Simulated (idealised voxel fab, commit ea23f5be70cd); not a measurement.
Presented below is a process module, voxel released beams.
Shown is cross-section cut, with a width of 180 nm and square cells of size 5 nm.
Notation: cross-section as square-cell grid; stated in bands, top first, going down; one or more cell rows per band. What a band's entry tells you: where the top is and where the bottom is, as heights in nm, and after that what lies inside, material by material from left to right, each with its width in nm. Empty space is written as the word "blank", and a single material marked with the word "all across" occupies the band from edge to edge. Note: height 0 marks the level under which the wafer is uniformly one material as received. Lowest band unbounded below, written "from 0 down". The width entry "30..40" should be interpreted row by row: the top row of cells in the band takes the first number, the bottom row takes the second number, and the change between adjacent rows is uniform throughout. "identical to before" means the step left every cell of the cross-section as it was. Enclosed voids (no open way to top), threshold 8 cells or more, entry "Closed void table", notation width x height at distance, distance from left edge, nm. Past the settings on a step's line: simulator remark, on that step. When a step includes a mask, the "overlay nm" setting on its line states how far to the right of its planned place that mask lay, and negative values state how far to the left.

Listed below are the process steps as planned
step 1: RECEIVE with material Si
step 2: CONFORMAL_DEP with material SiN, thk nm 5
step 3: DIRECTIONAL_DEP with material SiO2, thk nm 15
step 4: DIRECTIONAL_DEP with material aC, thk nm 15
step 5: PATTERN with tone open, mask id ANCHOR, material resist, width nm 25, thk nm 30, overlay nm 0
step 6: DIRECTIONAL_ETCH with etch materials aC, depth nm 15
step 7: STRIP with etch materials resist
step 8: DIRECTIONAL_ETCH with etch materials SiO2, depth nm 15
step 9: STRIP with etch materials aC
step 10: CONFORMAL_DEP with material polySi, thk nm 10
step 11: DIRECTIONAL_DEP with material aC, thk nm 15
step 12: PATTERN with tone cover, mask id BEAM, material resist, width nm 110, thk nm 30, overlay nm 0
step 13: DIRECTIONAL_ETCH with etch materials aC, depth nm 15
step 14: STRIP with etch materials resist
step 15: DIRECTIONAL_ETCH with etch materials polySi, depth nm 10
step 16: STRIP with etch materials aC
step 17: STRIP with etch materials SiO2

First of two wafers, with the run carried out as planned

Cross-sectional view of the wafer in its as-received condition, corresponding to the state after step 1
  from 0 down  Si all across
  Closed void table: none

The wafer in cross-section once step 2 is complete
  from 5 to 0  SiN all across
  Everything below 0 is unchanged.

The wafer in cross-section once step 3 is complete
  from 20 to 5  SiO2 all across
  Everything below 5 is unchanged.

The wafer in cross-section once step 4 is complete
  from 35 to 20  aC all across
  Everything below 20 is unchanged.

The wafer in cross-section once step 5 is complete
  from 65 to 35  resist=35; blank=25; resist=120
  Everything below 35 is unchanged.

The wafer in cross-section once step 6 is complete
  from 50 to 35  resist=35; blank=25; resist=120
  from 35 to 20  aC=35; blank=25; aC=120
  Everything below 20 is unchanged.

The wafer in cross-section once step 7 is complete
  from 35 to 20  aC=35; blank=25; aC=120
  Everything below 20 is unchanged.

The wafer in cross-section once step 8 is complete
  from 35 to 20  aC=35; blank=25; aC=120
  from 20 to 5  SiO2=35; blank=25; SiO2=120
  Everything below 5 is unchanged.

The wafer in cross-section once step 9 is complete
  from 20 to 5  SiO2=35; blank=25; SiO2=120
  Everything below 5 is unchanged.

The wafer in cross-section once step 10 is complete
  from 30 to 20  polySi=45; blank=5; polySi=130
  from 20 to 15  SiO2=35; polySi=10; blank=5; polySi=10; SiO2=120
  from 15 to 5  SiO2=35; polySi=25; SiO2=120
  Everything below 5 is unchanged.

The wafer in cross-section once step 11 is complete
  from 45 to 30  aC=45; blank=5; aC=130
  from 30 to 20  polySi=45; aC=5; polySi=130
  from 20 to 15  SiO2=35; polySi=10; aC=5; polySi=10; SiO2=120
  Everything below 15 is unchanged.

The wafer in cross-section once step 12 is complete
  from 75 to 45  blank=30; resist=110; blank=40
  from 45 to 30  aC=45; resist=5; aC=130
  Everything below 30 is unchanged.

The wafer in cross-section once step 13 is complete
  from 60 to 45  blank=30; resist=110; blank=40
  from 45 to 30  blank=30; aC=15; resist=5; aC=90; blank=40
  Everything below 30 is unchanged.

The wafer in cross-section once step 14 is complete
  from 45 to 30  blank=30; aC=15; blank=5; aC=90; blank=40
  Everything below 30 is unchanged.

The wafer in cross-section once step 15 is complete
  from 45 to 30  blank=30; aC=15; blank=5; aC=90; blank=40
  from 30 to 20  blank=30; polySi=15; aC=5; polySi=90; blank=40
  Everything below 20 is unchanged.

The wafer in cross-section once step 16 is complete
  from 30 to 20  blank=30; polySi=15; blank=5; polySi=90; blank=40
  from 20 to 15  SiO2=35; polySi=10; blank=5; polySi=10; SiO2=120
  Everything below 15 is unchanged.

The wafer in cross-section once step 17 is complete
  from 30 to 20  blank=30; polySi=15; blank=5; polySi=90; blank=40
  from 20 to 15  blank=35; polySi=10; blank=5; polySi=10; blank=120
  from 15 to 5  blank=35; polySi=25; blank=120
  Everything below 5 is unchanged.

Second wafer - shared start and plan with the first - one error in running - same as the first up to step 1 inclusive

Second wafer at the planned finish of step 2, seen in cross-section
  from 15 to 0  SiN all across
  Everything below 0 is unchanged.

Second wafer at the planned finish of step 3, seen in cross-section
  from 30 to 15  SiO2 all across
  Everything below 15 is unchanged.

Second wafer at the planned finish of step 4, seen in cross-section
  from 45 to 30  aC all across
  Everything below 30 is unchanged.

Second wafer at the planned finish of step 5, seen in cross-section
  from 75 to 45  resist=35; blank=25; resist=120
  Everything below 45 is unchanged.

Second wafer at the planned finish of step 6, seen in cross-section
  from 60 to 45  resist=35; blank=25; resist=120
  from 45 to 30  aC=35; blank=25; aC=120
  Everything below 30 is unchanged.

Second wafer at the planned finish of step 7, seen in cross-section
  from 45 to 30  aC=35; blank=25; aC=120
  Everything below 30 is unchanged.

Second wafer at the planned finish of step 8, seen in cross-section
  from 45 to 30  aC=35; blank=25; aC=120
  from 30 to 15  SiO2=35; blank=25; SiO2=120
  Everything below 15 is unchanged.

Second wafer at the planned finish of step 9, seen in cross-section
  from 30 to 15  SiO2=35; blank=25; SiO2=120
  Everything below 15 is unchanged.

Second wafer at the planned finish of step 10, seen in cross-section
  from 40 to 30  polySi=45; blank=5; polySi=130
  from 30 to 25  SiO2=35; polySi=10; blank=5; polySi=10; SiO2=120
  from 25 to 15  SiO2=35; polySi=25; SiO2=120
  Everything below 15 is unchanged.

Second wafer at the planned finish of step 11, seen in cross-section
  from 55 to 40  aC=45; blank=5; aC=130
  from 40 to 30  polySi=45; aC=5; polySi=130
  from 30 to 25  SiO2=35; polySi=10; aC=5; polySi=10; SiO2=120
  Everything below 25 is unchanged.

Second wafer at the planned finish of step 12, seen in cross-section
  from 85 to 55  blank=30; resist=110; blank=40
  from 55 to 40  aC=45; resist=5; aC=130
  Everything below 40 is unchanged.

Second wafer at the planned finish of step 13, seen in cross-section
  from 70 to 55  blank=30; resist=110; blank=40
  from 55 to 40  blank=30; aC=15; resist=5; aC=90; blank=40
  Everything below 40 is unchanged.

Second wafer at the planned finish of step 14, seen in cross-section
  from 55 to 40  blank=30; aC=15; blank=5; aC=90; blank=40
  Everything below 40 is unchanged.

Second wafer at the planned finish of step 15, seen in cross-section
  from 55 to 40  blank=30; aC=15; blank=5; aC=90; blank=40
  from 40 to 30  blank=30; polySi=15; aC=5; polySi=90; blank=40
  Everything below 30 is unchanged.

Second wafer at the planned finish of step 16, seen in cross-section
  from 40 to 30  blank=30; polySi=15; blank=5; polySi=90; blank=40
  from 30 to 25  SiO2=35; polySi=10; blank=5; polySi=10; SiO2=120
  Everything below 25 is unchanged.

Second wafer at the planned finish of step 17, seen in cross-section
  from 40 to 30  blank=30; polySi=15; blank=5; polySi=90; blank=40
  from 30 to 25  blank=35; polySi=10; blank=5; polySi=10; blank=120
  from 25 to 15  blank=35; polySi=25; blank=120
  Everything below 15 is unchanged.
What was done differently from what was planned? in deviation from the planned setting, step 2 was conducted as CONFORMAL_DEP with material SiN, thk nm 15
Wrapping up, a cell-based count of both wafers puts the second over or under the first for these materials: +72 SiN
